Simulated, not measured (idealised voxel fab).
Process module, titled voxel spacer lines
In the cross-section labelled cut, the width is 205 nm and each square cell is 5 nm.
Cross-section layout: square cells on a grid; listed as bands, top to bottom; a band spans one or more cell rows.
Quick guide to a band line: top height, bottom height (nm) up front; then every material left to right with its width in nm. Only one material and it's marked "edge to edge"? Then it fills the band edge to edge. And "empty" just means empty space.
Beneath 0, the wafer as received is one material, and that level is where height counting begins. The lowest band goes on downward without a bottom; it is written like "0 -> down".
Note: "30..40" means the width goes from the first number (top row of the band) to the second number (bottom row) in equal steps per row of cells.
Given "same as before" for a step, no cell of the cross-section differs between before and after that step.
Entry "Closed void list" = empty spaces >= 8 cells with no open way to the top; each as width x height at distance, distance from left edge, all nm.
Past the settings on a step's line: simulator remark, on that step.
A step's line can hold "overlay nm"; with a mask on that step, the setting says how far right of the planned place the mask lay, while a negative setting says it lay to the left.

Planned process steps:
1,RECEIVE [material Si]
2,CONFORMAL_DEP [material Al2O3] [thk nm 10]
3,DIRECTIONAL_DEP [material polySi] [thk nm 20]
4,DIRECTIONAL_DEP [material aC] [thk nm 25]
5,PATTERN [tone cover] [mask id MANDREL] [material resist] [width nm 15] [pitch nm 60] [thk nm 35] [overlay nm 0]
6,DIRECTIONAL_ETCH [etch materials aC] [depth nm 25]
7,STRIP [etch materials resist]
8,CONFORMAL_DEP [material SiN] [thk nm 15]
9,DIRECTIONAL_ETCH [etch materials SiN] [depth nm 15]
10,STRIP [etch materials aC]
11,DIRECTIONAL_ETCH [etch materials polySi] [depth nm 20]
12,STRIP [etch materials SiN]
13,FILL_DEP [material SiO2] [thk nm 10]
14,CMP [height nm 30]

Wafer cross-section on receipt, i.e. after step 1:
  0 -> down = Si edge to edge
  Closed void list: none

End-of-module cross-section of the first of two wafers, processed as planned:
  30 -> 10 = SiO2 50, then polySi 15, then SiO2 15, then polySi 15, then SiO2 15, then polySi 15, then SiO2 15, then polySi 15, then SiO2 50
  10 -> 0 = Al2O3 edge to edge
  0 -> down = Si edge to edge
  Closed void list: none

Wafer two, sectioned after the module: the first wafer's start, the first wafer's plan, and one mistake in how it was run:
  30 -> 20 = SiO2 edge to edge
  20 -> 0 = SiO2 50, then polySi 15, then SiO2 15, then polySi 15, then SiO2 15, then polySi 15, then SiO2 15, then polySi 15, then SiO2 50
  0 -> down = Si edge to edge
  Closed void list: none
Misprocessing identified: plan step 2 never ran because it was skipped
In the final state, the cell counts of the second wafer exceed or fall short of those of the first for the following materials: Al2O3 -82 | SiO2 +82
